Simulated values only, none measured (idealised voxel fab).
The following process module bears the name voxel ribs on slabs.
Each square cell in cross-section cut measures 5 nm, and the section as a whole is 145 nm wide.
Bands, listed from the top down, are how a cross-section gets written in this document; the cross-section itself is a grid of square cells, and a band is one or more rows of them.
A band entry consists of two parts. The first gives the height of the band's top and the height of its bottom, in nm. The rest lists the band's materials from left to right, each with its width in nm. A single material labelled with the word "full width" fills the band from edge to edge, and the word "blank" marks empty space.
Measure heights from 0. That's the level where, below it, the as-received wafer is all one material. The lowest band is bottomless and extends downward; write it as in "0 down".
You'd read "30 to 40" like this: the band's top row of cells is as wide as the first number, its bottom row is as wide as the second, and going down, every row changes width by the same amount as the row before did.
Where a step carries "no change", the cross-section came out of it unchanged, cell for cell.
Any empty space of 8 cells or more lacking an open way to the top shows up in "Trapped cavities" as width x height at distance, distance from the left edge, in nm.
Formally, on a step line, whatever follows the settings is a remark that the simulator itself makes on the step.
Steps that use a mask can have "overlay nm" on their line. It says how far the mask sat to the right of where it was meant to be. Negative means to the left.

Steps planned for the process:
1: RECEIVE [material Si]
2: DIRECTIONAL_DEP [material SiO2] [thk nm 20]
3: DIRECTIONAL_DEP [material polySi] [thk nm 20]
4: DIRECTIONAL_DEP [material aC] [thk nm 15]
5: PATTERN [tone cover] [mask id RIB] [material resist] [width nm 15] [thk nm 35] [overlay nm 0]
6: DIRECTIONAL_ETCH [etch materials aC] [depth nm 15]
7: STRIP [etch materials resist]
8: DIRECTIONAL_ETCH [etch materials polySi] [depth nm 15]
9: STRIP [etch materials aC]
10: PATTERN [tone cover] [mask id SLAB] [material resist] [width nm 65] [thk nm 20] [overlay nm 0]
11: DIRECTIONAL_ETCH [etch materials polySi] [depth nm 5]
12: STRIP [etch materials resist]
13: FILL_DEP [material SiO2] [thk nm 20]
14: CMP [height nm 50]
15: DIRECTIONAL_DEP [material W] [thk nm 5]
16: MASKED_ETCH [tone cover] [mask id HEATER] [width nm 25] [etch materials W] [depth nm 5] [overlay nm 0]
17: CONFORMAL_DEP [material SiN] [thk nm 5]

As-received state of the wafer in cross-section, equivalent to post-step 1:
    0 down: Si full width
    Trapped cavities: none

Wafer cross-section at module end: first of two, run to plan:
    60 to 55: blank=55 / SiN=35 / blank=55
    55 to 50: SiN=60 / W=25 / SiN=60
    50 to 40: SiO2 full width
    40 to 25: SiO2=65 / polySi=15 / SiO2=65
    25 to 20: SiO2=40 / polySi=65 / SiO2=40
    20 to 0: SiO2 full width
    0 down: Si full width
    Trapped cavities: none

Wafer two cross-section, module end. Start and plan unchanged from wafer one; one mistake made during the run:
    60 to 55: blank=55 / SiN=35 / blank=55
    55 to 50: SiN=60 / W=25 / SiN=60
    50 to 40: SiO2 full width
    40 to 35: SiO2=40 / polySi=65 / SiO2=40
    35 to 20: aC full width
    20 to 0: SiO2 full width
    0 down: Si full width
    Trapped cavities: none
Here's what went sideways: steps 3 and 4 run out of order (swapped)
The second wafer ends with more or fewer cells of some materials than the first, per final count: SiO2: 78 fewer; aC: 87 more; polySi: 9 fewer
